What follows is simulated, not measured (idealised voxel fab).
process module | voxel transistor to metal
cross-section cut | 300 nm wide | cells 5 nm
A cross-section is a grid of square cells, given in bands from the top down. A band is one or more rows of cells.
Each band's line starts with the height of the band's top and of its bottom, in nm. Then come its materials from left to right, each with its width in nm. One material with "throughout" fills the band from edge to edge. "air" is empty space.
Height 0 is the level under which the wafer as received is all one material. The lowest band goes on downwards, as in "0 down".
A width such as "30 to 40" changes by the same amount from each row of cells to the next, from the band's top row to its bottom row.
"no change" after a step means that no cell of the cross-section changed.
closed voids: empty space of 8 cells or more with no open way to the top, each as width x height at its distance from the left edge, in nm
after a step's settings: what the simulator itself notes on the step
overlay nm, on a step with a mask: how far to the right of its planned place the mask lay; to the left if negative
plan
1 op RECEIVE | material Si
2 op CONFORMAL_DEP | material SiO2 | thk nm 5
3 op CONFORMAL_DEP | material SiN | thk nm 10
4 op DIRECTIONAL_DEP | material aC | thk nm 15
5 op PATTERN | tone cover | mask id ACTIVE | material resist | width nm 95 | pitch nm 125 | thk nm 30 | overlay nm 0
6 op DIRECTIONAL_ETCH | etch materials aC | depth nm 15
7 op STRIP | etch materials resist
8 op DIRECTIONAL_ETCH | etch materials SiN | depth nm 10
9 op DIRECTIONAL_ETCH | etch materials SiO2 | depth nm 5
10 op DIRECTIONAL_ETCH | etch materials Si | depth nm 20
11 op STRIP | etch materials aC
12 op FILL_DEP | material SiO2 | thk nm 10
13 op CMP | height nm 15
14 op SELECTIVE_ETCH | etch materials SiO2 | depth nm 5
15 op STRIP | etch materials SiN
16 op SELECTIVE_ETCH | etch materials SiO2 | depth nm 5
17 op OXIDIZE | depth nm 5
18 op DIRECTIONAL_DEP | material polySi | thk nm 25
19 op DIRECTIONAL_DEP | material SiCN | thk nm 15
20 op DIRECTIONAL_DEP | material aC | thk nm 10
21 op PATTERN | tone cover | mask id GATE | material resist | width nm 15 | pitch nm 125 | thk nm 25 | overlay nm 0
22 op DIRECTIONAL_ETCH | etch materials aC | depth nm 10
23 op STRIP | etch materials resist
24 op DIRECTIONAL_ETCH | etch materials SiCN | depth nm 25
25 op DIRECTIONAL_ETCH | etch materials polySi | depth nm 35
26 op STRIP | etch materials aC
27 op CONFORMAL_DEP | material SiN | thk nm 5
28 op DIRECTIONAL_ETCH | etch materials SiN | depth nm 5
29 op DIRECTIONAL_ETCH | etch materials SiO2 | depth nm 5
30 op EPI | material nSi | thk nm 5
31 op FILL_DEP | material SiO2 | thk nm 10
32 op CMP | height nm 40
33 op DIRECTIONAL_DEP | material SiO2 | thk nm 15
34 op DIRECTIONAL_DEP | material aC | thk nm 15
35 op PATTERN | tone open | mask id CONTACT | material resist | width nm 15 | thk nm 35 | overlay nm 0
36 op DIRECTIONAL_ETCH | etch materials aC | depth nm 15
37 op STRIP | etch materials resist
38 op DIRECTIONAL_ETCH | etch materials SiO2 | depth nm 55
39 op STRIP | etch materials aC
40 op CONFORMAL_DEP | material TiN | thk nm 5
41 op FILL_DEP | material W | thk nm 5
42 op CMP | height nm 55
43 op DIRECTIONAL_DEP | material TiN | thk nm 5
44 op DIRECTIONAL_DEP | material W | thk nm 15
45 op DIRECTIONAL_DEP | material aC | thk nm 15
46 op PATTERN | tone cover | mask id METAL_1 | material resist | width nm 15 | thk nm 30 | overlay nm 0
47 op DIRECTIONAL_ETCH | etch materials aC | depth nm 15
48 op STRIP | etch materials resist
49 op DIRECTIONAL_ETCH | etch materials W | depth nm 15
50 op DIRECTIONAL_ETCH | etch materials TiN | depth nm 5
51 op STRIP | etch materials aC
52 op CONFORMAL_DEP | material SiN | thk nm 5
53 op FILL_DEP | material lowk | thk nm 5
54 op CMP | height nm 75
55 op CONFORMAL_DEP | material SiN | thk nm 5
first wafer, as planned
as received, after step 1
  0 down: Si throughout
  closed voids: none
after step 2
  5 to 0: SiO2 throughout
  below 0: unchanged
after step 3
  15 to 5: SiN throughout
  below 5: unchanged
after step 4
  30 to 15: aC throughout
  below 15: unchanged
after step 5
  60 to 30: air 40 | resist 95 | air 30 | resist 95 | air 40
  below 30: unchanged
after step 6
  45 to 30: air 40 | resist 95 | air 30 | resist 95 | air 40
  30 to 15: air 40 | aC 95 | air 30 | aC 95 | air 40
  below 15: unchanged
after step 7
  30 to 15: air 40 | aC 95 | air 30 | aC 95 | air 40
  below 15: unchanged
after step 8
  30 to 15: air 40 | aC 95 | air 30 | aC 95 | air 40
  15 to 5: air 40 | SiN 95 | air 30 | SiN 95 | air 40
  below 5: unchanged
after step 9
  30 to 15: air 40 | aC 95 | air 30 | aC 95 | air 40
  15 to 5: air 40 | SiN 95 | air 30 | SiN 95 | air 40
  5 to 0: air 40 | SiO2 95 | air 30 | SiO2 95 | air 40
  below 0: unchanged
after step 10
  30 to 15: air 40 | aC 95 | air 30 | aC 95 | air 40
  15 to 5: air 40 | SiN 95 | air 30 | SiN 95 | air 40
  5 to 0: air 40 | SiO2 95 | air 30 | SiO2 95 | air 40
  0 to -20: air 40 | Si 95 | air 30 | Si 95 | air 40
  below -20: unchanged
after step 11
  15 to 5: air 40 | SiN 95 | air 30 | SiN 95 | air 40
  below 5: unchanged
after step 12
  25 to 15: SiO2 throughout
  15 to 5: SiO2 40 | SiN 95 | SiO2 30 | SiN 95 | SiO2 40
  5 to 0: SiO2 throughout
  0 to -20: SiO2 40 | Si 95 | SiO2 30 | Si 95 | SiO2 40
  below -20: unchanged
after step 13
  15 to 5: SiO2 40 | SiN 95 | SiO2 30 | SiN 95 | SiO2 40
  below 5: unchanged
after step 14
  15 to 10: air 40 | SiN 95 | air 30 | SiN 95 | air 40
  below 10: unchanged
after step 15
  10 to 5: SiO2 40 | air 95 | SiO2 30 | air 95 | SiO2 40
  below 5: unchanged
after step 16
  5 to 0: SiO2 35 | air 105 | SiO2 20 | air 105 | SiO2 35
  below 0: unchanged
after step 17
  5 to 0: SiO2 35 | air 105 | SiO2 20 | air 105 | SiO2 35
  0 to -5: SiO2 throughout
  below -5: unchanged
after step 18
  30 to 25: polySi 35 | air 105 | polySi 20 | air 105 | polySi 35
  25 to 5: polySi throughout
  5 to 0: SiO2 35 | polySi 105 | SiO2 20 | polySi 105 | SiO2 35
  below 0: unchanged
after step 19
  45 to 40: SiCN 35 | air 105 | SiCN 20 | air 105 | SiCN 35
  40 to 30: SiCN throughout
  30 to 25: polySi 35 | SiCN 105 | polySi 20 | SiCN 105 | polySi 35
  below 25: unchanged
after step 20
  55 to 50: aC 35 | air 105 | aC 20 | air 105 | aC 35
  50 to 45: aC throughout
  45 to 40: SiCN 35 | aC 105 | SiCN 20 | aC 105 | SiCN 35
  below 40: unchanged
after step 21
  80 to 55: air 80 | resist 15 | air 110 | resist 15 | air 80
  55 to 50: aC 35 | air 45 | resist 15 | air 45 | aC 20 | air 45 | resist 15 | air 45 | aC 35
  below 50: unchanged
after step 22
  70 to 50: air 80 | resist 15 | air 110 | resist 15 | air 80
  50 to 45: air 80 | aC 15 | air 110 | aC 15 | air 80
  45 to 40: SiCN 35 | air 45 | aC 15 | air 45 | SiCN 20 | air 45 | aC 15 | air 45 | SiCN 35
  below 40: unchanged
after step 23
  50 to 45: air 80 | aC 15 | air 110 | aC 15 | air 80
  below 45: unchanged
after step 24
  50 to 40: air 80 | aC 15 | air 110 | aC 15 | air 80
  40 to 30: air 80 | SiCN 15 | air 110 | SiCN 15 | air 80
  30 to 25: polySi 35 | air 45 | SiCN 15 | air 45 | polySi 20 | air 45 | SiCN 15 | air 45 | polySi 35
  below 25: unchanged
after step 25
  50 to 40: air 80 | aC 15 | air 110 | aC 15 | air 80
  40 to 25: air 80 | SiCN 15 | air 110 | SiCN 15 | air 80
  25 to 5: air 80 | polySi 15 | air 110 | polySi 15 | air 80
  5 to 0: SiO2 35 | air 45 | polySi 15 | air 45 | SiO2 20 | air 45 | polySi 15 | air 45 | SiO2 35
  below 0: unchanged
after step 26
  40 to 25: air 80 | SiCN 15 | air 110 | SiCN 15 | air 80
  below 25: unchanged
after step 27
  45 to 40: air 75 | SiN 25 | air 100 | SiN 25 | air 75
  40 to 25: air 75 | SiN 5 | SiCN 15 | SiN 5 | air 100 | SiN 5 | SiCN 15 | SiN 5 | air 75
  25 to 10: air 75 | SiN 5 | polySi 15 | SiN 5 | air 100 | SiN 5 | polySi 15 | SiN 5 | air 75
  10 to 5: SiN 40 | air 35 | SiN 5 | polySi 15 | SiN 5 | air 35 | SiN 30 | air 35 | SiN 5 | polySi 15 | SiN 5 | air 35 | SiN 40
  5 to 0: SiO2 35 | SiN 45 | polySi 15 | SiN 45 | SiO2 20 | SiN 45 | polySi 15 | SiN 45 | SiO2 35
  below 0: unchanged
after step 28
  40 to 25: air 75 | SiN 5 | SiCN 15 | SiN 5 | air 100 | SiN 5 | SiCN 15 | SiN 5 | air 75
  25 to 5: air 75 | SiN 5 | polySi 15 | SiN 5 | air 100 | SiN 5 | polySi 15 | SiN 5 | air 75
  5 to 0: SiO2 35 | SiN 5 | air 35 | SiN 5 | polySi 15 | SiN 5 | air 35 | SiN 5 | SiO2 20 | SiN 5 | air 35 | SiN 5 | polySi 15 | SiN 5 | air 35 | SiN 5 | SiO2 35
  below 0: unchanged
after step 29
  40 to 25: air 75 | SiN 5 | SiCN 15 | SiN 5 | air 100 | SiN 5 | SiCN 15 | SiN 5 | air 75
  25 to 5: air 75 | SiN 5 | polySi 15 | SiN 5 | air 100 | SiN 5 | polySi 15 | SiN 5 | air 75
  5 to 0: air 35 | SiN 5 | air 35 | SiN 5 | polySi 15 | SiN 5 | air 35 | SiN 5 | air 20 | SiN 5 | air 35 | SiN 5 | polySi 15 | SiN 5 | air 35 | SiN 5 | air 35
  0 to -5: SiO2 40 | air 35 | SiO2 25 | air 35 | SiO2 30 | air 35 | SiO2 25 | air 35 | SiO2 40
  below -5: unchanged
after step 30
  40 to 25: air 75 | SiN 5 | SiCN 15 | SiN 5 | air 100 | SiN 5 | SiCN 15 | SiN 5 | air 75
  25 to 5: air 75 | SiN 5 | polySi 15 | SiN 5 | air 100 | SiN 5 | polySi 15 | SiN 5 | air 75
  5 to 0: air 35 | SiN 5 | air 35 | SiN 5 | polySi 15 | SiN 5 | air 35 | SiN 5 | air 20 | SiN 5 | air 35 | SiN 5 | polySi 15 | SiN 5 | air 35 | SiN 5 | air 35
  0 to -5: SiO2 40 | nSi 35 | SiO2 25 | nSi 35 | SiO2 30 | nSi 35 | SiO2 25 | nSi 35 | SiO2 40
  below -5: unchanged
after step 31
  50 to 40: SiO2 throughout
  40 to 25: SiO2 75 | SiN 5 | SiCN 15 | SiN 5 | SiO2 100 | SiN 5 | SiCN 15 | SiN 5 | SiO2 75
  25 to 5: SiO2 75 | SiN 5 | polySi 15 | SiN 5 | SiO2 100 | SiN 5 | polySi 15 | SiN 5 | SiO2 75
  5 to 0: SiO2 35 | SiN 5 | SiO2 35 | SiN 5 | polySi 15 | SiN 5 | SiO2 35 | SiN 5 | SiO2 20 | SiN 5 | SiO2 35 | SiN 5 | polySi 15 | SiN 5 | SiO2 35 | SiN 5 | SiO2 35
  below 0: unchanged
after step 32
  40 to 25: SiO2 75 | SiN 5 | SiCN 15 | SiN 5 | SiO2 100 | SiN 5 | SiCN 15 | SiN 5 | SiO2 75
  below 25: unchanged
after step 33
  55 to 40: SiO2 throughout
  below 40: unchanged
after step 34
  70 to 55: aC throughout
  below 55: unchanged
after step 35
  105 to 70: resist 50 | air 15 | resist 45 | air 15 | resist 50 | air 15 | resist 45 | air 15 | resist 50
  below 70: unchanged
after step 36
  90 to 70: resist 50 | air 15 | resist 45 | air 15 | resist 50 | air 15 | resist 45 | air 15 | resist 50
  70 to 55: aC 50 | air 15 | aC 45 | air 15 | aC 50 | air 15 | aC 45 | air 15 | aC 50
  below 55: unchanged
after step 37
  70 to 55: aC 50 | air 15 | aC 45 | air 15 | aC 50 | air 15 | aC 45 | air 15 | aC 50
  below 55: unchanged
after step 38
  70 to 55: aC 50 | air 15 | aC 45 | air 15 | aC 50 | air 15 | aC 45 | air 15 | aC 50
  55 to 40: SiO2 50 | air 15 | SiO2 45 | air 15 | SiO2 50 | air 15 | SiO2 45 | air 15 | SiO2 50
  40 to 25: SiO2 50 | air 15 | SiO2 10 | SiN 5 | SiCN 15 | SiN 5 | SiO2 10 | air 15 | SiO2 50 | air 15 | SiO2 10 | SiN 5 | SiCN 15 | SiN 5 | SiO2 10 | air 15 | SiO2 50
  25 to 5: SiO2 50 | air 15 | SiO2 10 | SiN 5 | polySi 15 | SiN 5 | SiO2 10 | air 15 | SiO2 50 | air 15 | SiO2 10 | SiN 5 | polySi 15 | SiN 5 | SiO2 10 | air 15 | SiO2 50
  5 to 0: SiO2 35 | SiN 5 | SiO2 10 | air 15 | SiO2 10 | SiN 5 | polySi 15 | SiN 5 | SiO2 10 | air 15 | SiO2 10 | SiN 5 | SiO2 20 | SiN 5 | SiO2 10 | air 15 | SiO2 10 | SiN 5 | polySi 15 | SiN 5 | SiO2 10 | air 15 | SiO2 10 | SiN 5 | SiO2 35
  below 0: unchanged
after step 39
  55 to 40: SiO2 50 | air 15 | SiO2 45 | air 15 | SiO2 50 | air 15 | SiO2 45 | air 15 | SiO2 50
  below 40: unchanged
after step 40
  60 to 55: TiN 55 | air 5 | TiN 55 | air 5 | TiN 60 | air 5 | TiN 55 | air 5 | TiN 55
  55 to 40: SiO2 50 | TiN 5 | air 5 | TiN 5 | SiO2 45 | TiN 5 | air 5 | TiN 5 | SiO2 50 | TiN 5 | air 5 | TiN 5 | SiO2 45 | TiN 5 | air 5 | TiN 5 | SiO2 50
  40 to 25: SiO2 50 | TiN 5 | air 5 | TiN 5 | SiO2 10 | SiN 5 | SiCN 15 | SiN 5 | SiO2 10 | TiN 5 | air 5 | TiN 5 | SiO2 50 | TiN 5 | air 5 | TiN 5 | SiO2 10 | SiN 5 | SiCN 15 | SiN 5 | SiO2 10 | TiN 5 | air 5 | TiN 5 | SiO2 50
  25 to 5: SiO2 50 | TiN 5 | air 5 | TiN 5 | SiO2 10 | SiN 5 | polySi 15 | SiN 5 | SiO2 10 | TiN 5 | air 5 | TiN 5 | SiO2 50 | TiN 5 | air 5 | TiN 5 | SiO2 10 | SiN 5 | polySi 15 | SiN 5 | SiO2 10 | TiN 5 | air 5 | TiN 5 | SiO2 50
  5 to 0: SiO2 35 | SiN 5 | SiO2 10 | TiN 15 | SiO2 10 | SiN 5 | polySi 15 | SiN 5 | SiO2 10 | TiN 15 | SiO2 10 | SiN 5 | SiO2 20 | SiN 5 | SiO2 10 | TiN 15 | SiO2 10 | SiN 5 | polySi 15 | SiN 5 | SiO2 10 | TiN 15 | SiO2 10 | SiN 5 | SiO2 35
  below 0: unchanged
after step 41
  65 to 60: W throughout
  60 to 55: TiN 55 | W 5 | TiN 55 | W 5 | TiN 60 | W 5 | TiN 55 | W 5 | TiN 55
  55 to 40: SiO2 50 | TiN 5 | W 5 | TiN 5 | SiO2 45 | TiN 5 | W 5 | TiN 5 | SiO2 50 | TiN 5 | W 5 | TiN 5 | SiO2 45 | TiN 5 | W 5 | TiN 5 | SiO2 50
  40 to 25: SiO2 50 | TiN 5 | W 5 | TiN 5 | SiO2 10 | SiN 5 | SiCN 15 | SiN 5 | SiO2 10 | TiN 5 | W 5 | TiN 5 | SiO2 50 | TiN 5 | W 5 | TiN 5 | SiO2 10 | SiN 5 | SiCN 15 | SiN 5 | SiO2 10 | TiN 5 | W 5 | TiN 5 | SiO2 50
  25 to 5: SiO2 50 | TiN 5 | W 5 | TiN 5 | SiO2 10 | SiN 5 | polySi 15 | SiN 5 | SiO2 10 | TiN 5 | W 5 | TiN 5 | SiO2 50 | TiN 5 | W 5 | TiN 5 | SiO2 10 | SiN 5 | polySi 15 | SiN 5 | SiO2 10 | TiN 5 | W 5 | TiN 5 | SiO2 50
  below 5: unchanged
after step 42
  55 to 40: SiO2 50 | TiN 5 | W 5 | TiN 5 | SiO2 45 | TiN 5 | W 5 | TiN 5 | SiO2 50 | TiN 5 | W 5 | TiN 5 | SiO2 45 | TiN 5 | W 5 | TiN 5 | SiO2 50
  below 40: unchanged
after step 43
  60 to 55: TiN throughout
  below 55: unchanged
after step 44
  75 to 60: W throughout
  below 60: unchanged
after step 45
  90 to 75: aC throughout
  below 75: unchanged
after step 46
  120 to 90: air 50 | resist 15 | air 45 | resist 15 | air 50 | resist 15 | air 45 | resist 15 | air 50
  below 90: unchanged
after step 47
  105 to 90: air 50 | resist 15 | air 45 | resist 15 | air 50 | resist 15 | air 45 | resist 15 | air 50
  90 to 75: air 50 | aC 15 | air 45 | aC 15 | air 50 | aC 15 | air 45 | aC 15 | air 50
  below 75: unchanged
after step 48
  90 to 75: air 50 | aC 15 | air 45 | aC 15 | air 50 | aC 15 | air 45 | aC 15 | air 50
  below 75: unchanged
after step 49
  90 to 75: air 50 | aC 15 | air 45 | aC 15 | air 50 | aC 15 | air 45 | aC 15 | air 50
  75 to 60: air 50 | W 15 | air 45 | W 15 | air 50 | W 15 | air 45 | W 15 | air 50
  below 60: unchanged
after step 50
  90 to 75: air 50 | aC 15 | air 45 | aC 15 | air 50 | aC 15 | air 45 | aC 15 | air 50
  75 to 60: air 50 | W 15 | air 45 | W 15 | air 50 | W 15 | air 45 | W 15 | air 50
  60 to 55: air 50 | TiN 15 | air 45 | TiN 15 | air 50 | TiN 15 | air 45 | TiN 15 | air 50
  below 55: unchanged
after step 51
  75 to 60: air 50 | W 15 | air 45 | W 15 | air 50 | W 15 | air 45 | W 15 | air 50
  below 60: unchanged
after step 52
  80 to 75: air 45 | SiN 25 | air 35 | SiN 25 | air 40 | SiN 25 | air 35 | SiN 25 | air 45
  75 to 60: air 45 | SiN 5 | W 15 | SiN 5 | air 35 | SiN 5 | W 15 | SiN 5 | air 40 | SiN 5 | W 15 | SiN 5 | air 35 | SiN 5 | W 15 | SiN 5 | air 45
  60 to 55: SiN 50 | TiN 15 | SiN 45 | TiN 15 | SiN 50 | TiN 15 | SiN 45 | TiN 15 | SiN 50
  below 55: unchanged
after step 53
  85 to 80: lowk throughout
  80 to 75: lowk 45 | SiN 25 | lowk 35 | SiN 25 | lowk 40 | SiN 25 | lowk 35 | SiN 25 | lowk 45
  75 to 60: lowk 45 | SiN 5 | W 15 | SiN 5 | lowk 35 | SiN 5 | W 15 | SiN 5 | lowk 40 | SiN 5 | W 15 | SiN 5 | lowk 35 | SiN 5 | W 15 | SiN 5 | lowk 45
  below 60: unchanged
after step 54
  75 to 60: lowk 45 | SiN 5 | W 15 | SiN 5 | lowk 35 | SiN 5 | W 15 | SiN 5 | lowk 40 | SiN 5 | W 15 | SiN 5 | lowk 35 | SiN 5 | W 15 | SiN 5 | lowk 45
  below 60: unchanged
after step 55
  80 to 75: SiN throughout
  below 75: unchanged
second wafer: like start, like plan, one mistake. Through step 39 it matches the first wafer
when step 40 should have ended
  60 to 55: SiCN 55 | air 5 | SiCN 55 | air 5 | SiCN 60 | air 5 | SiCN 55 | air 5 | SiCN 55
  55 to 40: SiO2 50 | SiCN 5 | air 5 | SiCN 5 | SiO2 45 | SiCN 5 | air 5 | SiCN 5 | SiO2 50 | SiCN 5 | air 5 | SiCN 5 | SiO2 45 | SiCN 5 | air 5 | SiCN 5 | SiO2 50
  40 to 25: SiO2 50 | SiCN 5 | air 5 | SiCN 5 | SiO2 10 | SiN 5 | SiCN 15 | SiN 5 | SiO2 10 | SiCN 5 | air 5 | SiCN 5 | SiO2 50 | SiCN 5 | air 5 | SiCN 5 | SiO2 10 | SiN 5 | SiCN 15 | SiN 5 | SiO2 10 | SiCN 5 | air 5 | SiCN 5 | SiO2 50
  25 to 5: SiO2 50 | SiCN 5 | air 5 | SiCN 5 | SiO2 10 | SiN 5 | polySi 15 | SiN 5 | SiO2 10 | SiCN 5 | air 5 | SiCN 5 | SiO2 50 | SiCN 5 | air 5 | SiCN 5 | SiO2 10 | SiN 5 | polySi 15 | SiN 5 | SiO2 10 | SiCN 5 | air 5 | SiCN 5 | SiO2 50
  5 to 0: SiO2 35 | SiN 5 | SiO2 10 | SiCN 15 | SiO2 10 | SiN 5 | polySi 15 | SiN 5 | SiO2 10 | SiCN 15 | SiO2 10 | SiN 5 | SiO2 20 | SiN 5 | SiO2 10 | SiCN 15 | SiO2 10 | SiN 5 | polySi 15 | SiN 5 | SiO2 10 | SiCN 15 | SiO2 10 | SiN 5 | SiO2 35
  below 0: unchanged
when step 41 should have ended
  65 to 60: W throughout
  60 to 55: SiCN 55 | W 5 | SiCN 55 | W 5 | SiCN 60 | W 5 | SiCN 55 | W 5 | SiCN 55
  55 to 40: SiO2 50 | SiCN 5 | W 5 | SiCN 5 | SiO2 45 | SiCN 5 | W 5 | SiCN 5 | SiO2 50 | SiCN 5 | W 5 | SiCN 5 | SiO2 45 | SiCN 5 | W 5 | SiCN 5 | SiO2 50
  40 to 25: SiO2 50 | SiCN 5 | W 5 | SiCN 5 | SiO2 10 | SiN 5 | SiCN 15 | SiN 5 | SiO2 10 | SiCN 5 | W 5 | SiCN 5 | SiO2 50 | SiCN 5 | W 5 | SiCN 5 | SiO2 10 | SiN 5 | SiCN 15 | SiN 5 | SiO2 10 | SiCN 5 | W 5 | SiCN 5 | SiO2 50
  25 to 5: SiO2 50 | SiCN 5 | W 5 | SiCN 5 | SiO2 10 | SiN 5 | polySi 15 | SiN 5 | SiO2 10 | SiCN 5 | W 5 | SiCN 5 | SiO2 50 | SiCN 5 | W 5 | SiCN 5 | SiO2 10 | SiN 5 | polySi 15 | SiN 5 | SiO2 10 | SiCN 5 | W 5 | SiCN 5 | SiO2 50
  below 5: unchanged
when step 42 should have ended
  55 to 40: SiO2 50 | SiCN 5 | W 5 | SiCN 5 | SiO2 45 | SiCN 5 | W 5 | SiCN 5 | SiO2 50 | SiCN 5 | W 5 | SiCN 5 | SiO2 45 | SiCN 5 | W 5 | SiCN 5 | SiO2 50
  below 40: unchanged
when step 43 should have ended
  60 to 55: TiN throughout
  below 55: unchanged
when step 44 should have ended
  75 to 60: W throughout
  below 60: unchanged
when step 45 should have ended
  90 to 75: aC throughout
  below 75: unchanged
when step 46 should have ended
  120 to 90: air 50 | resist 15 | air 45 | resist 15 | air 50 | resist 15 | air 45 | resist 15 | air 50
  below 90: unchanged
when step 47 should have ended
  105 to 90: air 50 | resist 15 | air 45 | resist 15 | air 50 | resist 15 | air 45 | resist 15 | air 50
  90 to 75: air 50 | aC 15 | air 45 | aC 15 | air 50 | aC 15 | air 45 | aC 15 | air 50
  below 75: unchanged
when step 48 should have ended
  90 to 75: air 50 | aC 15 | air 45 | aC 15 | air 50 | aC 15 | air 45 | aC 15 | air 50
  below 75: unchanged
when step 49 should have ended
  90 to 75: air 50 | aC 15 | air 45 | aC 15 | air 50 | aC 15 | air 45 | aC 15 | air 50
  75 to 60: air 50 | W 15 | air 45 | W 15 | air 50 | W 15 | air 45 | W 15 | air 50
  below 60: unchanged
when step 50 should have ended
  90 to 75: air 50 | aC 15 | air 45 | aC 15 | air 50 | aC 15 | air 45 | aC 15 | air 50
  75 to 60: air 50 | W 15 | air 45 | W 15 | air 50 | W 15 | air 45 | W 15 | air 50
  60 to 55: air 50 | TiN 15 | air 45 | TiN 15 | air 50 | TiN 15 | air 45 | TiN 15 | air 50
  below 55: unchanged
when step 51 should have ended
  75 to 60: air 50 | W 15 | air 45 | W 15 | air 50 | W 15 | air 45 | W 15 | air 50
  below 60: unchanged
when step 52 should have ended
  80 to 75: air 45 | SiN 25 | air 35 | SiN 25 | air 40 | SiN 25 | air 35 | SiN 25 | air 45
  75 to 60: air 45 | SiN 5 | W 15 | SiN 5 | air 35 | SiN 5 | W 15 | SiN 5 | air 40 | SiN 5 | W 15 | SiN 5 | air 35 | SiN 5 | W 15 | SiN 5 | air 45
  60 to 55: SiN 50 | TiN 15 | SiN 45 | TiN 15 | SiN 50 | TiN 15 | SiN 45 | TiN 15 | SiN 50
  below 55: unchanged
when step 53 should have ended
  85 to 80: lowk throughout
  80 to 75: lowk 45 | SiN 25 | lowk 35 | SiN 25 | lowk 40 | SiN 25 | lowk 35 | SiN 25 | lowk 45
  75 to 60: lowk 45 | SiN 5 | W 15 | SiN 5 | lowk 35 | SiN 5 | W 15 | SiN 5 | lowk 40 | SiN 5 | W 15 | SiN 5 | lowk 35 | SiN 5 | W 15 | SiN 5 | lowk 45
  below 60: unchanged
when step 54 should have ended
  75 to 60: lowk 45 | SiN 5 | W 15 | SiN 5 | lowk 35 | SiN 5 | W 15 | SiN 5 | lowk 40 | SiN 5 | W 15 | SiN 5 | lowk 35 | SiN 5 | W 15 | SiN 5 | lowk 45
  below 60: unchanged
when step 55 should have ended
  80 to 75: SiN throughout
  below 75: unchanged
what went wrong: step 40 ran as: op CONFORMAL_DEP | material SiCN | thk nm 5
at the end the second wafer has, in cells: 92 more of SiCN | 92 fewer of TiN
